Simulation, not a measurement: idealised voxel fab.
process module | voxel local oxidation
cross-section cut | 160 nm wide | cells 5 nm
A cross-section is a grid of square cells, given in bands from the top down. A band is one or more rows of cells.
Each band's line starts with the height of the band's top and of its bottom, in nm. Then come its materials from left to right, each with its width in nm. One material with "throughout" fills the band from edge to edge. "air" is empty space.
Height 0 is the level under which the wafer as received is all one material. The lowest band goes on downwards, as in "0 down".
A width such as "30 to 40" changes by the same amount from each row of cells to the next, from the band's top row to its bottom row.
"no change" after a step means that no cell of the cross-section changed.
closed voids: empty space of 8 cells or more with no open way to the top, each as width x height at its distance from the left edge, in nm
after a step's settings: what the simulator itself notes on the step
overlay nm, on a step with a mask: how far to the right of its planned place the mask lay; to the left if negative
plan
1 op RECEIVE | material Si
2 op CONFORMAL_DEP | material SiO2 | thk nm 5
3 op CONFORMAL_DEP | material SiN | thk nm 15
4 op PATTERN | tone cover | mask id ACTIVE | material resist | width nm 115 | thk nm 20 | overlay nm 0
5 op DIRECTIONAL_ETCH | etch materials SiN | depth nm 15
6 op STRIP | etch materials resist
7 op SELECTIVE_ETCH | etch materials SiO2 | depth nm 5
8 op OXIDIZE | depth nm 15
9 op STRIP | etch materials SiN
first wafer, as planned
as received, after step 1
  0 down: Si throughout
  closed voids: none
after step 2
  5 to 0: SiO2 throughout
  below 0: unchanged
after step 3
  20 to 5: SiN throughout
  below 5: unchanged
after step 4
  40 to 20: air 20 | resist 115 | air 25
  below 20: unchanged
after step 5
  40 to 20: air 20 | resist 115 | air 25
  20 to 5: air 20 | SiN 115 | air 25
  below 5: unchanged
after step 6
  20 to 5: air 20 | SiN 115 | air 25
  below 5: unchanged
after step 7
  20 to 5: air 20 | SiN 115 | air 25
  5 to 0: air 25 | SiO2 105 | air 30
  below 0: unchanged
after step 8
  20 to 5: air 20 | SiN 115 | air 25
  5 to 0: air 25 | SiO2 105 | air 30
  0 to -15: SiO2 40 | Si 75 | SiO2 45
  below -15: unchanged
after step 9
  5 to 0: air 25 | SiO2 105 | air 30
  below 0: unchanged
second wafer: like start, like plan, one mistake. Through step 3 it matches the first wafer
when step 4 should have ended
  40 to 20: resist 20 | air 115 | resist 25
  below 20: unchanged
when step 5 should have ended
  40 to 20: resist 20 | air 115 | resist 25
  20 to 5: SiN 20 | air 115 | SiN 25
  below 5: unchanged
when step 6 should have ended
  20 to 5: SiN 20 | air 115 | SiN 25
  below 5: unchanged
when step 7 should have ended
  20 to 5: SiN 20 | air 115 | SiN 25
  5 to 0: SiO2 15 | air 125 | SiO2 20
  below 0: unchanged
when step 8 should have ended
  20 to 5: SiN 20 | air 115 | SiN 25
  5 to 0: SiO2 15 | air 125 | SiO2 20
  0 to -15: SiO2 155 | Si 5
  below -15: unchanged
when step 9 should have ended
  5 to 0: SiO2 15 | air 125 | SiO2 20
  below 0: unchanged
what went wrong: step 4 ran as: op PATTERN | tone open | mask id ACTIVE | material resist | width nm 115 | thk nm 20 | overlay nm 0
at the end the second wafer has, in cells: 42 fewer of Si | 28 more of SiO2
